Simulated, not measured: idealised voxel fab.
Process module, titled voxel spacer lines
For reference, the cross-section in this document is cut, with width 300 nm and square cells of 5 nm.
Cross-section format: a grid of square cells, given as bands from top to bottom; each band is one or more rows of cells.
First you get the band's top height and its bottom height, in nm, and then the materials it's made of, left to right, with each width in nm. If you see a single material with "throughout", that one covers the band edge to edge. "empty" is empty space.
Heads up on the height convention: 0 is the point under which the incoming wafer is all one material, and the lowest band has no bottom, it just keeps going down, like "0 down".
Width spec "30..40" -> top row of cells at first value, bottom row at second value, equal per-row change in between.
Given "changes: none" for a step, no cell of the cross-section differs between before and after that step.
"Trapped voids" lists enclosed empty spaces (at least 8 cells, no open path upward to the top), each as width x height at distance from the left edge, in nm.
On each step's line, the part that comes after the settings is the simulator's own comment on the step.
You can add "overlay nm" to a step's line. For a step with a mask, it describes how far the mask lay to the right of its planned position, and a negative number describes a lay to the left.
List of planned process steps:
1,RECEIVE, material Si
2,CONFORMAL_DEP, material Al2O3, thk nm 10
3,DIRECTIONAL_DEP, material TiN, thk nm 15
4,DIRECTIONAL_DEP, material aC, thk nm 30
5,PATTERN, tone cover, mask id MANDREL, material resist, width nm 20, pitch nm 60, thk nm 35, overlay nm 0
6,DIRECTIONAL_ETCH, etch materials aC, depth nm 30
7,STRIP, etch materials resist
8,CONFORMAL_DEP, material SiO2, thk nm 10
9,DIRECTIONAL_ETCH, etch materials SiO2, depth nm 10
10,STRIP, etch materials aC
11,DIRECTIONAL_ETCH, etch materials TiN, depth nm 15
12,STRIP, etch materials SiO2
First wafer of two (run as planned):
Wafer cross-section on receipt, i.e. after step 1:
    0 down  Si throughout
    Trapped voids: none
How the wafer stands in section after step 2:
    10 to 0  Al2O3 throughout
    Everything under 0 stays put, no change at all.
How the wafer stands in section after step 3:
    25 to 10  TiN throughout
    Everything under 10 stays put, no change at all.
How the wafer stands in section after step 4:
    55 to 25  aC throughout
    Everything under 25 stays put, no change at all.
How the wafer stands in section after step 5:
    90 to 55  80 of empty / 20 of resist / 40 of empty / 20 of resist / 40 of empty / 20 of resist / 80 of empty
    Everything under 55 stays put, no change at all.
How the wafer stands in section after step 6:
    60 to 55  80 of empty / 20 of resist / 40 of empty / 20 of resist / 40 of empty / 20 of resist / 80 of empty
    55 to 25  80 of empty / 20 of aC / 40 of empty / 20 of aC / 40 of empty / 20 of aC / 80 of empty
    Everything under 25 stays put, no change at all.
How the wafer stands in section after step 7:
    55 to 25  80 of empty / 20 of aC / 40 of empty / 20 of aC / 40 of empty / 20 of aC / 80 of empty
    Everything under 25 stays put, no change at all.
How the wafer stands in section after step 8:
    65 to 55  70 of empty / 40 of SiO2 / 20 of empty / 40 of SiO2 / 20 of empty / 40 of SiO2 / 70 of empty
    55 to 35  70 of empty / 10 of SiO2 / 20 of aC / 10 of SiO2 / 20 of empty / 10 of SiO2 / 20 of aC / 10 of SiO2 / 20 of empty / 10 of SiO2 / 20 of aC / 10 of SiO2 / 70 of empty
    35 to 25  80 of SiO2 / 20 of aC / 40 of SiO2 / 20 of aC / 40 of SiO2 / 20 of aC / 80 of SiO2
    Everything under 25 stays put, no change at all.
How the wafer stands in section after step 9:
    55 to 25  70 of empty / 10 of SiO2 / 20 of aC / 10 of SiO2 / 20 of empty / 10 of SiO2 / 20 of aC / 10 of SiO2 / 20 of empty / 10 of SiO2 / 20 of aC / 10 of SiO2 / 70 of empty
    Everything under 25 stays put, no change at all.
How the wafer stands in section after step 10:
    55 to 25  70 of empty / 10 of SiO2 / 20 of empty / 10 of SiO2 / 20 of empty / 10 of SiO2 / 20 of empty / 10 of SiO2 / 20 of empty / 10 of SiO2 / 20 of empty / 10 of SiO2 / 70 of empty
    Everything under 25 stays put, no change at all.
How the wafer stands in section after step 11:
    55 to 25  70 of empty / 10 of SiO2 / 20 of empty / 10 of SiO2 / 20 of empty / 10 of SiO2 / 20 of empty / 10 of SiO2 / 20 of empty / 10 of SiO2 / 20 of empty / 10 of SiO2 / 70 of empty
    25 to 10  70 of empty / 10 of TiN / 20 of empty / 10 of TiN / 20 of empty / 10 of TiN / 20 of empty / 10 of TiN / 20 of empty / 10 of TiN / 20 of empty / 10 of TiN / 70 of empty
    Everything under 10 stays put, no change at all.
How the wafer stands in section after step 12:
    25 to 10  70 of empty / 10 of TiN / 20 of empty / 10 of TiN / 20 of empty / 10 of TiN / 20 of empty / 10 of TiN / 20 of empty / 10 of TiN / 20 of empty / 10 of TiN / 70 of empty
    Everything under 10 stays put, no change at all.
Now the other wafer: same start, same recipe, but we messed up one thing when running it. Up to and including step 4 it's the same as the first one:
Second wafer, sectioned view, at step 5's planned end time:
    90 to 55  75 of empty / 30 of resist / 30 of empty / 30 of resist / 30 of empty / 30 of resist / 75 of empty
    Everything under 55 stays put, no change at all.
Second wafer, sectioned view, at step 6's planned end time:
    60 to 55  75 of empty / 30 of resist / 30 of empty / 30 of resist / 30 of empty / 30 of resist / 75 of empty
    55 to 25  75 of empty / 30 of aC / 30 of empty / 30 of aC / 30 of empty / 30 of aC / 75 of empty
    Everything under 25 stays put, no change at all.
Second wafer, sectioned view, at step 7's planned end time:
    55 to 25  75 of empty / 30 of aC / 30 of empty / 30 of aC / 30 of empty / 30 of aC / 75 of empty
    Everything under 25 stays put, no change at all.
Second wafer, sectioned view, at step 8's planned end time:
    65 to 55  65 of empty / 50 of SiO2 / 10 of empty / 50 of SiO2 / 10 of empty / 50 of SiO2 / 65 of empty
    55 to 35  65 of empty / 10 of SiO2 / 30 of aC / 10 of SiO2 / 10 of empty / 10 of SiO2 / 30 of aC / 10 of SiO2 / 10 of empty / 10 of SiO2 / 30 of aC / 10 of SiO2 / 65 of empty
    35 to 25  75 of SiO2 / 30 of aC / 30 of SiO2 / 30 of aC / 30 of SiO2 / 30 of aC / 75 of SiO2
    Everything under 25 stays put, no change at all.
Second wafer, sectioned view, at step 9's planned end time:
    55 to 25  65 of empty / 10 of SiO2 / 30 of aC / 10 of SiO2 / 10 of empty / 10 of SiO2 / 30 of aC / 10 of SiO2 / 10 of empty / 10 of SiO2 / 30 of aC / 10 of SiO2 / 65 of empty
    Everything under 25 stays put, no change at all.
Second wafer, sectioned view, at step 10's planned end time:
    55 to 25  65 of empty / 10 of SiO2 / 30 of empty / 10 of SiO2 / 10 of empty / 10 of SiO2 / 30 of empty / 10 of SiO2 / 10 of empty / 10 of SiO2 / 30 of empty / 10 of SiO2 / 65 of empty
    Everything under 25 stays put, no change at all.
Second wafer, sectioned view, at step 11's planned end time:
    55 to 25  65 of empty / 10 of SiO2 / 30 of empty / 10 of SiO2 / 10 of empty / 10 of SiO2 / 30 of empty / 10 of SiO2 / 10 of empty / 10 of SiO2 / 30 of empty / 10 of SiO2 / 65 of empty
    25 to 10  65 of empty / 10 of TiN / 30 of empty / 10 of TiN / 10 of empty / 10 of TiN / 30 of empty / 10 of TiN / 10 of empty / 10 of TiN / 30 of empty / 10 of TiN / 65 of empty
    Everything under 10 stays put, no change at all.
Second wafer, sectioned view, at step 12's planned end time:
    25 to 10  65 of empty / 10 of TiN / 30 of empty / 10 of TiN / 10 of empty / 10 of TiN / 30 of empty / 10 of TiN / 10 of empty / 10 of TiN / 30 of empty / 10 of TiN / 65 of empty
    Everything under 10 stays put, no change at all.
Plan not followed: step 5 went in with a setting other than planned; the actual run was PATTERN, tone cover, mask id MANDREL, material resist, width nm 30, pitch nm 60, thk nm 35, overlay nm 0
At the close, every material occupies the same number of cells on the second wafer as on the first, only in different positions.
